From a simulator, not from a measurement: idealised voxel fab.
The following is a process module called voxel double patterning.
The cross-section shown here is cut; it is 160 nm wide and divided into square cells measuring 5 nm on a side.
In this document a cross-section is written as a grid of square cells. It is given as a series of bands, listed from the top down, and a band is one or more rows of cells. Look at the band entry: it leads with the top's height and the bottom's height in nm. Then it lists the materials left to right, with a width in nm for each. The word "everywhere" on a single material says that material fills the band edge to edge. The word "empty" is empty space. Basically, 0 is our baseline, since under it the wafer straight out of the box is all one material. The bottom band has no lower end and keeps on going down, so it looks like "top 0, no bottom". The expression "30..40" gives the width at the extremes of the band, the first number at its top row of cells and the second at its bottom row, with the width changing by equal amounts from each row to the next in between. Key: "remains unaltered" - step with no changed cell in the cross-section. Any empty space of 8 cells or more lacking an open way to the top shows up in "Closed cavities" as width x height at distance, distance from the left edge, in nm. Note: text after step settings on the step line = simulator remark on that step. Each step line may optionally specify "overlay nm", which for a step with a mask gives the rightward distance between the mask's planned place and where it lay, a negative value indicating the leftward direction. Pairs, read this way: before one process step on the one hand, after it on the other, the after cross-section ending at the lowest band that changed; the step between, settings included, beneath. Same starting wafer throughout, but possibly different runs of this module, so no pair continues from the pair above unless its entry headed "Pre-processing view" says so.

Pre-processing view:
- top 0, no bottom  Si everywhere
- Closed cavities: none

Structure After Step:
- top 10, bottom 0  SiO2 everywhere
- Whatever lies below 0 is exactly as it was before.
- Closed cavities: none
Here is the step that sits between the two cross-sections above: op CONFORMAL_DEP | material SiO2 | thk nm 10

Pre-processing view: Reference is made to the cross-section shown after the step in the pair directly above, which represents the state prior to this step.

Structure After Step:
- top 25, bottom 10  polySi everywhere
- Whatever lies below 10 is exactly as it was before.
- Closed cavities: none
Here is the step that sits between the two cross-sections above: op DIRECTIONAL_DEP | material polySi | thk nm 15

Pre-processing view: Reference is made to the cross-section shown after the step in the pair directly above, which represents the state prior to this step.

Structure After Step:
- top 35, bottom 25  SiCN everywhere
- Whatever lies below 25 is exactly as it was before.
- Closed cavities: none
Here is the step that sits between the two cross-sections above: op DIRECTIONAL_DEP | material SiCN | thk nm 10

Pre-processing view: Reference is made to the cross-section shown after the step in the pair directly above, which represents the state prior to this step.

Structure After Step:
- top 35, bottom 25  SiCN 20, then empty 15, then SiCN 35, then empty 15, then SiCN 35, then empty 15, then SiCN 25
- Whatever lies below 25 is exactly as it was before.
- Closed cavities: none
Here is the step that sits between the two cross-sections above: op MASKED_ETCH | tone open | mask id FIRST | width nm 15 | pitch nm 50 | etch materials SiCN | depth nm 10 | overlay nm 0

Pre-processing view: Reference is made to the cross-section shown after the step in the pair directly above, which represents the state prior to this step.

Structure After Step:
- top 45, bottom 35  aC 20, then empty 15, then aC 35, then empty 15, then aC 35, then empty 15, then aC 25
- top 35, bottom 25  SiCN 20, then aC 15, then SiCN 35, then aC 15, then SiCN 35, then aC 15, then SiCN 25
- Whatever lies below 25 is exactly as it was before.
- Closed cavities: none
Here is the step that sits between the two cross-sections above: op DIRECTIONAL_DEP | material aC | thk nm 10

Pre-processing view: Reference is made to the cross-section shown after the step in the pair directly above, which represents the state prior to this step.

Structure After Step:
- top 70, bottom 45  resist 45, then empty 15, then resist 35, then empty 15, then resist 50
- top 45, bottom 35  aC 20, then resist 15, then aC 35, then resist 15, then aC 35, then resist 15, then aC 25
- Whatever lies below 35 is exactly as it was before.
- Closed cavities: none
Here is the step that sits between the two cross-sections above: op PATTERN | tone open | mask id SECOND | material resist | width nm 15 | pitch nm 50 | thk nm 25 | overlay nm 0

Pre-processing view: Reference is made to the cross-section shown after the step in the pair directly above, which represents the state prior to this step.

Structure After Step:
- top 60, bottom 45  resist 45, then empty 15, then resist 35, then empty 15, then resist 50
- top 45, bottom 35  aC 20, then resist 15, then aC 10, then empty 15, then aC 10, then resist 15, then aC 10, then empty 15, then aC 10, then resist 15, then aC 25
- Whatever lies below 35 is exactly as it was before.
- Closed cavities: none
Here is the step that sits between the two cross-sections above: op DIRECTIONAL_ETCH | etch materials aC | depth nm 10

Pre-processing view: Reference is made to the cross-section shown after the step in the pair directly above, which represents the state prior to this step.

Structure After Step:
- top 45, bottom 35  aC 20, then empty 15, then aC 10, then empty 15, then aC 10, then empty 15, then aC 10, then empty 15, then aC 10, then empty 15, then aC 25
- Whatever lies below 35 is exactly as it was before.
- Closed cavities: none
Here is the step that sits between the two cross-sections above: op STRIP | etch materials resist

Pre-processing view: Reference is made to the cross-section shown after the step in the pair directly above, which represents the state prior to this step.

Structure After Step:
- top 45, bottom 35  aC 20, then empty 15, then aC 10, then empty 15, then aC 10, then empty 15, then aC 10, then empty 15, then aC 10, then empty 15, then aC 25
- top 35, bottom 25  SiCN 20, then aC 15, then SiCN 10, then empty 15, then SiCN 10, then aC 15, then SiCN 10, then empty 15, then SiCN 10, then aC 15, then SiCN 25
- Whatever lies below 25 is exactly as it was before.
- Closed cavities: none
Here is the step that sits between the two cross-sections above: op DIRECTIONAL_ETCH | etch materials SiCN | depth nm 10

Pre-processing view: Reference is made to the cross-section shown after the step in the pair directly above, which represents the state prior to this step.

Structure After Step:
- top 35, bottom 25  SiCN 20, then empty 15, then SiCN 10, then empty 15, then SiCN 10, then empty 15, then SiCN 10, then empty 15, then SiCN 10, then empty 15, then SiCN 25
- Whatever lies below 25 is exactly as it was before.
- Closed cavities: none
Here is the step that sits between the two cross-sections above: op STRIP | etch materials aC

Pre-processing view: Reference is made to the cross-section shown after the step in the pair directly above, which represents the state prior to this step.

Structure After Step:
- top 35, bottom 25  SiCN 20, then empty 15, then SiCN 10, then empty 15, then SiCN 10, then empty 15, then SiCN 10, then empty 15, then SiCN 10, then empty 15, then SiCN 25
- top 25, bottom 10  polySi 20, then empty 15, then polySi 10, then empty 15, then polySi 10, then empty 15, then polySi 10, then empty 15, then polySi 10, then empty 15, then polySi 25
- Whatever lies below 10 is exactly as it was before.
- Closed cavities: none
Here is the step that sits between the two cross-sections above: op DIRECTIONAL_ETCH | etch materials polySi | depth nm 15

Pre-processing view: Reference is made to the cross-section shown after the step in the pair directly above, which represents the state prior to this step.

Structure After Step:
- top 25, bottom 10  polySi 20, then empty 15, then polySi 10, then empty 15, then polySi 10, then empty 15, then polySi 10, then empty 15, then polySi 10, then empty 15, then polySi 25
- Whatever lies below 10 is exactly as it was before.
- Closed cavities: none
Here is the step that sits between the two cross-sections above: op STRIP | etch materials SiCN

Pre-processing view:
- top 0, no bottom  Si everywhere
- Closed cavities: none

Structure After Step:
- top 15, bottom 0  polySi everywhere
- Whatever lies below 0 is exactly as it was before.
- Closed cavities: none
Here is the step that sits between the two cross-sections above: op DIRECTIONAL_DEP | material polySi | thk nm 15

Pre-processing view: Reference is made to the cross-section shown after the step in the pair directly above, which represents the state prior to this step.

Structure After Step:
- top 25, bottom 15  SiCN everywhere
- Whatever lies below 15 is exactly as it was before.
- Closed cavities: none
Here is the step that sits between the two cross-sections above: op DIRECTIONAL_DEP | material SiCN | thk nm 10

Pre-processing view: Reference is made to the cross-section shown after the step in the pair directly above, which represents the state prior to this step.

Structure After Step:
- top 25, bottom 15  SiCN 20, then empty 15, then SiCN 35, then empty 15, then SiCN 35, then empty 15, then SiCN 25
- Whatever lies below 15 is exactly as it was before.
- Closed cavities: none
Here is the step that sits between the two cross-sections above: op MASKED_ETCH | tone open | mask id FIRST | width nm 15 | pitch nm 50 | etch materials SiCN | depth nm 10 | overlay nm 0

Pre-processing view: Reference is made to the cross-section shown after the step in the pair directly above, which represents the state prior to this step.

Structure After Step:
- top 35, bottom 25  aC 20, then empty 15, then aC 35, then empty 15, then aC 35, then empty 15, then aC 25
- top 25, bottom 15  SiCN 20, then aC 15, then SiCN 35, then aC 15, then SiCN 35, then aC 15, then SiCN 25
- Whatever lies below 15 is exactly as it was before.
- Closed cavities: none
Here is the step that sits between the two cross-sections above: op DIRECTIONAL_DEP | material aC | thk nm 10

Pre-processing view: Reference is made to the cross-section shown after the step in the pair directly above, which represents the state prior to this step.

Structure After Step:
- top 60, bottom 35  resist 45, then empty 15, then resist 35, then empty 15, then resist 50
- top 35, bottom 25  aC 20, then resist 15, then aC 35, then resist 15, then aC 35, then resist 15, then aC 25
- Whatever lies below 25 is exactly as it was before.
- Closed cavities: none
Here is the step that sits between the two cross-sections above: op PATTERN | tone open | mask id SECOND | material resist | width nm 15 | pitch nm 50 | thk nm 25 | overlay nm 0

Pre-processing view: Reference is made to the cross-section shown after the step in the pair directly above, which represents the state prior to this step.

Structure After Step:
- top 50, bottom 35  resist 45, then empty 15, then resist 35, then empty 15, then resist 50
- top 35, bottom 25  aC 20, then resist 15, then aC 10, then empty 15, then aC 10, then resist 15, then aC 10, then empty 15, then aC 10, then resist 15, then aC 25
- Whatever lies below 25 is exactly as it was before.
- Closed cavities: none
Here is the step that sits between the two cross-sections above: op DIRECTIONAL_ETCH | etch materials aC | depth nm 10

Pre-processing view: Reference is made to the cross-section shown after the step in the pair directly above, which represents the state prior to this step.

Structure After Step:
- top 35, bottom 25  aC 20, then empty 15, then aC 10, then empty 15, then aC 10, then empty 15, then aC 10, then empty 15, then aC 10, then empty 15, then aC 25
- Whatever lies below 25 is exactly as it was before.
- Closed cavities: none
Here is the step that sits between the two cross-sections above: op STRIP | etch materials resist

Pre-processing view: Reference is made to the cross-section shown after the step in the pair directly above, which represents the state prior to this step.

Structure After Step:
- top 35, bottom 25  aC 20, then empty 15, then aC 10, then empty 15, then aC 10, then empty 15, then aC 10, then empty 15, then aC 10, then empty 15, then aC 25
- top 25, bottom 15  SiCN 20, then aC 15, then SiCN 10, then empty 15, then SiCN 10, then aC 15, then SiCN 10, then empty 15, then SiCN 10, then aC 15, then SiCN 25
- Whatever lies below 15 is exactly as it was before.
- Closed cavities: none
Here is the step that sits between the two cross-sections above: op DIRECTIONAL_ETCH | etch materials SiCN | depth nm 10

Pre-processing view: Reference is made to the cross-section shown after the step in the pair directly above, which represents the state prior to this step.

Structure After Step:
- top 25, bottom 15  SiCN 20, then empty 15, then SiCN 10, then empty 15, then SiCN 10, then empty 15, then SiCN 10, then empty 15, then SiCN 10, then empty 15, then SiCN 25
- Whatever lies below 15 is exactly as it was before.
- Closed cavities: none
Here is the step that sits between the two cross-sections above: op STRIP | etch materials aC

Pre-processing view: Reference is made to the cross-section shown after the step in the pair directly above, which represents the state prior to this step.

Structure After Step:
- top 25, bottom 15  SiCN 20, then empty 15, then SiCN 10, then empty 15, then SiCN 10, then empty 15, then SiCN 10, then empty 15, then SiCN 10, then empty 15, then SiCN 25
- top 15, bottom 0  polySi 20, then empty 15, then polySi 10, then empty 15, then polySi 10, then empty 15, then polySi 10, then empty 15, then polySi 10, then empty 15, then polySi 25
- Whatever lies below 0 is exactly as it was before.
- Closed cavities: none
Here is the step that sits between the two cross-sections above: op DIRECTIONAL_ETCH | etch materials polySi | depth nm 15

Pre-processing view: Reference is made to the cross-section shown after the step in the pair directly above, which represents the state prior to this step.

Structure After Step:
- top 15, bottom 0  polySi 20, then empty 15, then polySi 10, then empty 15, then polySi 10, then empty 15, then polySi 10, then empty 15, then polySi 10, then empty 15, then polySi 25
- Whatever lies below 0 is exactly as it was before.
- Closed cavities: none
Here is the step that sits between the two cross-sections above: op STRIP | etch materials SiCN

Pre-processing view:
- top 25, bottom 10  polySi everywhere
- top 10, bottom 0  SiO2 everywhere
- top 0, no bottom  Si everywhere
- Closed cavities: none

Structure After Step:
- top 40, bottom 10  polySi everywhere
- Whatever lies below 10 is exactly as it was before.
- Closed cavities: none
Here is the step that sits between the two cross-sections above: op DIRECTIONAL_DEP | material polySi | thk nm 15

Pre-processing view: Reference is made to the cross-section shown after the step in the pair directly above, which represents the state prior to this step.

Structure After Step:
- top 50, bottom 40  SiCN everywhere
- Whatever lies below 40 is exactly as it was before.
- Closed cavities: none
Here is the step that sits between the two cross-sections above: op DIRECTIONAL_DEP | material SiCN | thk nm 10

Pre-processing view: Reference is made to the cross-section shown after the step in the pair directly above, which represents the state prior to this step.

Structure After Step:
- top 50, bottom 40  SiCN 20, then empty 15, then SiCN 35, then empty 15, then SiCN 35, then empty 15, then SiCN 25
- Whatever lies below 40 is exactly as it was before.
- Closed cavities: none
Here is the step that sits between the two cross-sections above: op MASKED_ETCH | tone open | mask id FIRST | width nm 15 | pitch nm 50 | etch materials SiCN | depth nm 10 | overlay nm 0

Pre-processing view: Reference is made to the cross-section shown after the step in the pair directly above, which represents the state prior to this step.

Structure After Step:
- top 60, bottom 50  aC 20, then empty 15, then aC 35, then empty 15, then aC 35, then empty 15, then aC 25
- top 50, bottom 40  SiCN 20, then aC 15, then SiCN 35, then aC 15, then SiCN 35, then aC 15, then SiCN 25
- Whatever lies below 40 is exactly as it was before.
- Closed cavities: none
Here is the step that sits between the two cross-sections above: op DIRECTIONAL_DEP | material aC | thk nm 10

Pre-processing view: Reference is made to the cross-section shown after the step in the pair directly above, which represents the state prior to this step.

Structure After Step:
- top 85, bottom 60  resist 45, then empty 15, then resist 35, then empty 15, then resist 50
- top 60, bottom 50  aC 20, then resist 15, then aC 35, then resist 15, then aC 35, then resist 15, then aC 25
- Whatever lies below 50 is exactly as it was before.
- Closed cavities: none
Here is the step that sits between the two cross-sections above: op PATTERN | tone open | mask id SECOND | material resist | width nm 15 | pitch nm 50 | thk nm 25 | overlay nm 0

Pre-processing view: Reference is made to the cross-section shown after the step in the pair directly above, which represents the state prior to this step.

Structure After Step:
- top 75, bottom 60  resist 45, then empty 15, then resist 35, then empty 15, then resist 50
- top 60, bottom 50  aC 20, then resist 15, then aC 10, then empty 15, then aC 10, then resist 15, then aC 10, then empty 15, then aC 10, then resist 15, then aC 25
- Whatever lies below 50 is exactly as it was before.
- Closed cavities: none
Here is the step that sits between the two cross-sections above: op DIRECTIONAL_ETCH | etch materials aC | depth nm 10

Pre-processing view: Reference is made to the cross-section shown after the step in the pair directly above, which represents the state prior to this step.

Structure After Step:
- top 60, bottom 50  aC 20, then empty 15, then aC 10, then empty 15, then aC 10, then empty 15, then aC 10, then empty 15, then aC 10, then empty 15, then aC 25
- Whatever lies below 50 is exactly as it was before.
- Closed cavities: none
Here is the step that sits between the two cross-sections above: op STRIP | etch materials resist

Pre-processing view: Reference is made to the cross-section shown after the step in the pair directly above, which represents the state prior to this step.

Structure After Step:
- top 60, bottom 50  aC 20, then empty 15, then aC 10, then empty 15, then aC 10, then empty 15, then aC 10, then empty 15, then aC 10, then empty 15, then aC 25
- top 50, bottom 40  SiCN 20, then aC 15, then SiCN 10, then empty 15, then SiCN 10, then aC 15, then SiCN 10, then empty 15, then SiCN 10, then aC 15, then SiCN 25
- Whatever lies below 40 is exactly as it was before.
- Closed cavities: none
Here is the step that sits between the two cross-sections above: op DIRECTIONAL_ETCH | etch materials SiCN | depth nm 10

Pre-processing view: Reference is made to the cross-section shown after the step in the pair directly above, which represents the state prior to this step.

Structure After Step:
- top 50, bottom 40  SiCN 20, then empty 15, then SiCN 10, then empty 15, then SiCN 10, then empty 15, then SiCN 10, then empty 15, then SiCN 10, then empty 15, then SiCN 25
- Whatever lies below 40 is exactly as it was before.
- Closed cavities: none
Here is the step that sits between the two cross-sections above: op STRIP | etch materials aC

Pre-processing view: Reference is made to the cross-section shown after the step in the pair directly above, which represents the state prior to this step.

Structure After Step:
- top 50, bottom 40  SiCN 20, then empty 15, then SiCN 10, then empty 15, then SiCN 10, then empty 15, then SiCN 10, then empty 15, then SiCN 10, then empty 15, then SiCN 25
- top 40, bottom 25  polySi 20, then empty 15, then polySi 10, then empty 15, then polySi 10, then empty 15, then polySi 10, then empty 15, then polySi 10, then empty 15, then polySi 25
- Whatever lies below 25 is exactly as it was before.
- Closed cavities: none
Here is the step that sits between the two cross-sections above: op DIRECTIONAL_ETCH | etch materials polySi | depth nm 15

Pre-processing view: Reference is made to the cross-section shown after the step in the pair directly above, which represents the state prior to this step.

Structure After Step:
- top 40, bottom 25  polySi 20, then empty 15, then polySi 10, then empty 15, then polySi 10, then empty 15, then polySi 10, then empty 15, then polySi 10, then empty 15, then polySi 25
- Whatever lies below 25 is exactly as it was before.
- Closed cavities: none
Here is the step that sits between the two cross-sections above: op STRIP | etch materials SiCN

Pre-processing view:
- top 15, bottom 0  polySi everywhere
- top 0, no bottom  Si everywhere
- Closed cavities: none

Structure After Step:
- top 25, bottom 15  SiO2 everywhere
- Whatever lies below 15 is exactly as it was before.
- Closed cavities: none
Here is the step that sits between the two cross-sections above: op CONFORMAL_DEP | material SiO2 | thk nm 10

Pre-processing view: Reference is made to the cross-section shown after the step in the pair directly above, which represents the state prior to this step.

Structure After Step:
- top 35, bottom 25  SiCN everywhere
- Whatever lies below 25 is exactly as it was before.
- Closed cavities: none
Here is the step that sits between the two cross-sections above: op DIRECTIONAL_DEP | material SiCN | thk nm 10

Pre-processing view: Reference is made to the cross-section shown after the step in the pair directly above, which represents the state prior to this step.

Structure After Step:
- top 35, bottom 25  SiCN 20, then empty 15, then SiCN 35, then empty 15, then SiCN 35, then empty 15, then SiCN 25
- Whatever lies below 25 is exactly as it was before.
- Closed cavities: none
Here is the step that sits between the two cross-sections above: op MASKED_ETCH | tone open | mask id FIRST | width nm 15 | pitch nm 50 | etch materials SiCN | depth nm 10 | overlay nm 0

Pre-processing view: Reference is made to the cross-section shown after the step in the pair directly above, which represents the state prior to this step.

Structure After Step:
- top 45, bottom 35  aC 20, then empty 15, then aC 35, then empty 15, then aC 35, then empty 15, then aC 25
- top 35, bottom 25  SiCN 20, then aC 15, then SiCN 35, then aC 15, then SiCN 35, then aC 15, then SiCN 25
- Whatever lies below 25 is exactly as it was before.
- Closed cavities: none
Here is the step that sits between the two cross-sections above: op DIRECTIONAL_DEP | material aC | thk nm 10

Pre-processing view: Reference is made to the cross-section shown after the step in the pair directly above, which represents the state prior to this step.

Structure After Step:
- top 70, bottom 45  resist 45, then empty 15, then resist 35, then empty 15, then resist 50
- top 45, bottom 35  aC 20, then resist 15, then aC 35, then resist 15, then aC 35, then resist 15, then aC 25
- Whatever lies below 35 is exactly as it was before.
- Closed cavities: none
Here is the step that sits between the two cross-sections above: op PATTERN | tone open | mask id SECOND | material resist | width nm 15 | pitch nm 50 | thk nm 25 | overlay nm 0

Pre-processing view: Reference is made to the cross-section shown after the step in the pair directly above, which represents the state prior to this step.

Structure After Step:
- top 60, bottom 45  resist 45, then empty 15, then resist 35, then empty 15, then resist 50
- top 45, bottom 35  aC 20, then resist 15, then aC 10, then empty 15, then aC 10, then resist 15, then aC 10, then empty 15, then aC 10, then resist 15, then aC 25
- Whatever lies below 35 is exactly as it was before.
- Closed cavities: none
Here is the step that sits between the two cross-sections above: op DIRECTIONAL_ETCH | etch materials aC | depth nm 10

Pre-processing view: Reference is made to the cross-section shown after the step in the pair directly above, which represents the state prior to this step.

Structure After Step:
- top 45, bottom 35  aC 20, then empty 15, then aC 10, then empty 15, then aC 10, then empty 15, then aC 10, then empty 15, then aC 10, then empty 15, then aC 25
- Whatever lies below 35 is exactly as it was before.
- Closed cavities: none
Here is the step that sits between the two cross-sections above: op STRIP | etch materials resist

Pre-processing view: Reference is made to the cross-section shown after the step in the pair directly above, which represents the state prior to this step.

Structure After Step:
- top 45, bottom 35  aC 20, then empty 15, then aC 10, then empty 15, then aC 10, then empty 15, then aC 10, then empty 15, then aC 10, then empty 15, then aC 25
- top 35, bottom 25  SiCN 20, then aC 15, then SiCN 10, then empty 15, then SiCN 10, then aC 15, then SiCN 10, then empty 15, then SiCN 10, then aC 15, then SiCN 25
- Whatever lies below 25 is exactly as it was before.
- Closed cavities: none
Here is the step that sits between the two cross-sections above: op DIRECTIONAL_ETCH | etch materials SiCN | depth nm 10

Pre-processing view: Reference is made to the cross-section shown after the step in the pair directly above, which represents the state prior to this step.

Structure After Step:
- top 35, bottom 25  SiCN 20, then empty 15, then SiCN 10, then empty 15, then SiCN 10, then empty 15, then SiCN 10, then empty 15, then SiCN 10, then empty 15, then SiCN 25
- Whatever lies below 25 is exactly as it was before.
- Closed cavities: none
Here is the step that sits between the two cross-sections above: op STRIP | etch materials aC

Pre-processing view: Reference is made to the cross-section shown after the step in the pair directly above, which represents the state prior to this step.

Structure After Step:
- top 25, bottom 15  SiO2 everywhere
- Whatever lies below 15 is exactly as it was before.
- Closed cavities: none
Here is the step that sits between the two cross-sections above: op STRIP | etch materials SiCN

Pre-processing view:
- top 10, bottom 0  SiO2 everywhere
- top 0, no bottom  Si everywhere
- Closed cavities: none

Structure After Step:
- top 35, bottom 10  polySi everywhere
- Whatever lies below 10 is exactly as it was before.
- Closed cavities: none
Here is the step that sits between the two cross-sections above: op DIRECTIONAL_DEP | material polySi | thk nm 25

Pre-processing view: Reference is made to the cross-section shown after the step in the pair directly above, which represents the state prior to this step.

Structure After Step:
- top 45, bottom 35  SiCN everywhere
- Whatever lies below 35 is exactly as it was before.
- Closed cavities: none
Here is the step that sits between the two cross-sections above: op DIRECTIONAL_DEP | material SiCN | thk nm 10

Pre-processing view: Reference is made to the cross-section shown after the step in the pair directly above, which represents the state prior to this step.

Structure After Step:
- top 45, bottom 35  SiCN 20, then empty 15, then SiCN 35, then empty 15, then SiCN 35, then empty 15, then SiCN 25
- Whatever lies below 35 is exactly as it was before.
- Closed cavities: none
Here is the step that sits between the two cross-sections above: op MASKED_ETCH | tone open | mask id FIRST | width nm 15 | pitch nm 50 | etch materials SiCN | depth nm 10 | overlay nm 0

Pre-processing view: Reference is made to the cross-section shown after the step in the pair directly above, which represents the state prior to this step.

Structure After Step:
- top 55, bottom 45  aC 20, then empty 15, then aC 35, then empty 15, then aC 35, then empty 15, then aC 25
- top 45, bottom 35  SiCN 20, then aC 15, then SiCN 35, then aC 15, then SiCN 35, then aC 15, then SiCN 25
- Whatever lies below 35 is exactly as it was before.
- Closed cavities: none
Here is the step that sits between the two cross-sections above: op DIRECTIONAL_DEP | material aC | thk nm 10

Pre-processing view: Reference is made to the cross-section shown after the step in the pair directly above, which represents the state prior to this step.

Structure After Step:
- top 80, bottom 55  resist 45, then empty 15, then resist 35, then empty 15, then resist 50
- top 55, bottom 45  aC 20, then resist 15, then aC 35, then resist 15, then aC 35, then resist 15, then aC 25
- Whatever lies below 45 is exactly as it was before.
- Closed cavities: none
Here is the step that sits between the two cross-sections above: op PATTERN | tone open | mask id SECOND | material resist | width nm 15 | pitch nm 50 | thk nm 25 | overlay nm 0

Pre-processing view: Reference is made to the cross-section shown after the step in the pair directly above, which represents the state prior to this step.

Structure After Step:
- top 70, bottom 55  resist 45, then empty 15, then resist 35, then empty 15, then resist 50
- top 55, bottom 45  aC 20, then resist 15, then aC 10, then empty 15, then aC 10, then resist 15, then aC 10, then empty 15, then aC 10, then resist 15, then aC 25
- Whatever lies below 45 is exactly as it was before.
- Closed cavities: none
Here is the step that sits between the two cross-sections above: op DIRECTIONAL_ETCH | etch materials aC | depth nm 10

Pre-processing view: Reference is made to the cross-section shown after the step in the pair directly above, which represents the state prior to this step.

Structure After Step:
- top 55, bottom 45  aC 20, then empty 15, then aC 10, then empty 15, then aC 10, then empty 15, then aC 10, then empty 15, then aC 10, then empty 15, then aC 25
- Whatever lies below 45 is exactly as it was before.
- Closed cavities: none
Here is the step that sits between the two cross-sections above: op STRIP | etch materials resist

Pre-processing view: Reference is made to the cross-section shown after the step in the pair directly above, which represents the state prior to this step.

Structure After Step:
- top 55, bottom 45  aC 20, then empty 15, then aC 10, then empty 15, then aC 10, then empty 15, then aC 10, then empty 15, then aC 10, then empty 15, then aC 25
- top 45, bottom 35  SiCN 20, then aC 15, then SiCN 10, then empty 15, then SiCN 10, then aC 15, then SiCN 10, then empty 15, then SiCN 10, then aC 15, then SiCN 25
- Whatever lies below 35 is exactly as it was before.
- Closed cavities: none
Here is the step that sits between the two cross-sections above: op DIRECTIONAL_ETCH | etch materials SiCN | depth nm 10

Pre-processing view: Reference is made to the cross-section shown after the step in the pair directly above, which represents the state prior to this step.

Structure After Step:
- top 45, bottom 35  SiCN 20, then empty 15, then SiCN 10, then empty 15, then SiCN 10, then empty 15, then SiCN 10, then empty 15, then SiCN 10, then empty 15, then SiCN 25
- Whatever lies below 35 is exactly as it was before.
- Closed cavities: none
Here is the step that sits between the two cross-sections above: op STRIP | etch materials aC

Pre-processing view: Reference is made to the cross-section shown after the step in the pair directly above, which represents the state prior to this step.

Structure After Step:
- top 45, bottom 35  SiCN 20, then empty 15, then SiCN 10, then empty 15, then SiCN 10, then empty 15, then SiCN 10, then empty 15, then SiCN 10, then empty 15, then SiCN 25
- top 35, bottom 20  polySi 20, then empty 15, then polySi 10, then empty 15, then polySi 10, then empty 15, then polySi 10, then empty 15, then polySi 10, then empty 15, then polySi 25
- Whatever lies below 20 is exactly as it was before.
- Closed cavities: none
Here is the step that sits between the two cross-sections above: op DIRECTIONAL_ETCH | etch materials polySi | depth nm 15

Pre-processing view: Reference is made to the cross-section shown after the step in the pair directly above, which represents the state prior to this step.

Structure After Step:
- top 35, bottom 20  polySi 20, then empty 15, then polySi 10, then empty 15, then polySi 10, then empty 15, then polySi 10, then empty 15, then polySi 10, then empty 15, then polySi 25
- Whatever lies below 20 is exactly as it was before.
- Closed cavities: none
Here is the step that sits between the two cross-sections above: op STRIP | etch materials SiCN

Pre-processing view:
- top 45, bottom 35  aC 20, then empty 15, then aC 35, then empty 15, then aC 35, then empty 15, then aC 25
- top 35, bottom 25  SiCN 20, then aC 15, then SiCN 35, then aC 15, then SiCN 35, then aC 15, then SiCN 25
- top 25, bottom 10  polySi everywhere
- top 10, bottom 0  SiO2 everywhere
- top 0, no bottom  Si everywhere
- Closed cavities: none

Structure After Step:
- top 70, bottom 45  resist 45, then empty 20, then resist 30, then empty 20, then resist 45
- top 45, bottom 35  aC 20, then resist 15, then aC 35, then resist 15, then aC 35, then resist 15, then aC 25
- Whatever lies below 35 is exactly as it was before.
- Closed cavities: none
Here is the step that sits between the two cross-sections above: op PATTERN | tone open | mask id SECOND | material resist | width nm 20 | pitch nm 50 | thk nm 25 | overlay nm 0

Pre-processing view: Reference is made to the cross-section shown after the step in the pair directly above, which represents the state prior to this step.

Structure After Step:
- top 60, bottom 45  resist 45, then empty 20, then resist 30, then empty 20, then resist 45
- top 45, bottom 35  aC 20, then resist 15, then aC 10, then empty 20, then aC 5, then resist 15, then aC 10, then empty 20, then aC 5, then resist 15, then aC 25
- Whatever lies below 35 is exactly as it was before.
- Closed cavities: none
Here is the step that sits between the two cross-sections above: op DIRECTIONAL_ETCH | etch materials aC | depth nm 10

Pre-processing view: Reference is made to the cross-section shown after the step in the pair directly above, which represents the state prior to this step.

Structure After Step:
- top 45, bottom 35  aC 20, then empty 15, then aC 10, then empty 20, then aC 5, then empty 15, then aC 10, then empty 20, then aC 5, then empty 15, then aC 25
- Whatever lies below 35 is exactly as it was before.
- Closed cavities: none
Here is the step that sits between the two cross-sections above: op STRIP | etch materials resist

Pre-processing view: Reference is made to the cross-section shown after the step in the pair directly above, which represents the state prior to this step.

Structure After Step:
- top 45, bottom 35  aC 20, then empty 15, then aC 10, then empty 20, then aC 5, then empty 15, then aC 10, then empty 20, then aC 5, then empty 15, then aC 25
- top 35, bottom 25  SiCN 20, then aC 15, then SiCN 10, then empty 20, then SiCN 5, then aC 15, then SiCN 10, then empty 20, then SiCN 5, then aC 15, then SiCN 25
- Whatever lies below 25 is exactly as it was before.
- Closed cavities: none
Here is the step that sits between the two cross-sections above: op DIRECTIONAL_ETCH | etch materials SiCN | depth nm 10

Pre-processing view: Reference is made to the cross-section shown after the step in the pair directly above, which represents the state prior to this step.

Structure After Step:
- top 35, bottom 25  SiCN 20, then empty 15, then SiCN 10, then empty 20, then SiCN 5, then empty 15, then SiCN 10, then empty 20, then SiCN 5, then empty 15, then SiCN 25
- Whatever lies below 25 is exactly as it was before.
- Closed cavities: none
Here is the step that sits between the two cross-sections above: op STRIP | etch materials aC

Pre-processing view: Reference is made to the cross-section shown after the step in the pair directly above, which represents the state prior to this step.

Structure After Step:
- top 35, bottom 25  SiCN 20, then empty 15, then SiCN 10, then empty 20, then SiCN 5, then empty 15, then SiCN 10, then empty 20, then SiCN 5, then empty 15, then SiCN 25
- top 25, bottom 10  polySi 20, then empty 15, then polySi 10, then empty 20, then polySi 5, then empty 15, then polySi 10, then empty 20, then polySi 5, then empty 15, then polySi 25
- Whatever lies below 10 is exactly as it was before.
- Closed cavities: none
Here is the step that sits between the two cross-sections above: op DIRECTIONAL_ETCH | etch materials polySi | depth nm 15

Pre-processing view: Reference is made to the cross-section shown after the step in the pair directly above, which represents the state prior to this step.

Structure After Step:
- top 25, bottom 10  polySi 20, then empty 15, then polySi 10, then empty 20, then polySi 5, then empty 15, then polySi 10, then empty 20, then polySi 5, then empty 15, then polySi 25
- Whatever lies below 10 is exactly as it was before.
- Closed cavities: none
Here is the step that sits between the two cross-sections above: op STRIP | etch materials SiCN

Pre-processing view:
- top 35, bottom 25  SiCN everywhere
- top 25, bottom 10  polySi everywhere
- top 10, bottom 0  SiO2 everywhere
- top 0, no bottom  Si everywhere
- Closed cavities: none

Structure After Step:
- top 35, bottom 25  SiCN 15, then empty 15, then SiCN 35, then empty 15, then SiCN 35, then empty 15, then SiCN 30
- Whatever lies below 25 is exactly as it was before.
- Closed cavities: none
Here is the step that sits between the two cross-sections above: op MASKED_ETCH | tone open | mask id FIRST | width nm 15 | pitch nm 50 | etch materials SiCN | depth nm 10 | overlay nm -5

Pre-processing view: Reference is made to the cross-section shown after the step in the pair directly above, which represents the state prior to this step.

Structure After Step:
- top 45, bottom 35  aC 15, then empty 15, then aC 35, then empty 15, then aC 35, then empty 15, then aC 30
- top 35, bottom 25  SiCN 15, then aC 15, then SiCN 35, then aC 15, then SiCN 35, then aC 15, then SiCN 30
- Whatever lies below 25 is exactly as it was before.
- Closed cavities: none
Here is the step that sits between the two cross-sections above: op DIRECTIONAL_DEP | material aC | thk nm 10

Pre-processing view: Reference is made to the cross-section shown after the step in the pair directly above, which represents the state prior to this step.

Structure After Step:
- top 70, bottom 45  resist 45, then empty 15, then resist 35, then empty 15, then resist 50
- top 45, bottom 35  aC 15, then resist 15, then aC 35, then resist 15, then aC 35, then resist 15, then aC 30
- Whatever lies below 35 is exactly as it was before.
- Closed cavities: none
Here is the step that sits between the two cross-sections above: op PATTERN | tone open | mask id SECOND | material resist | width nm 15 | pitch nm 50 | thk nm 25 | overlay nm 0
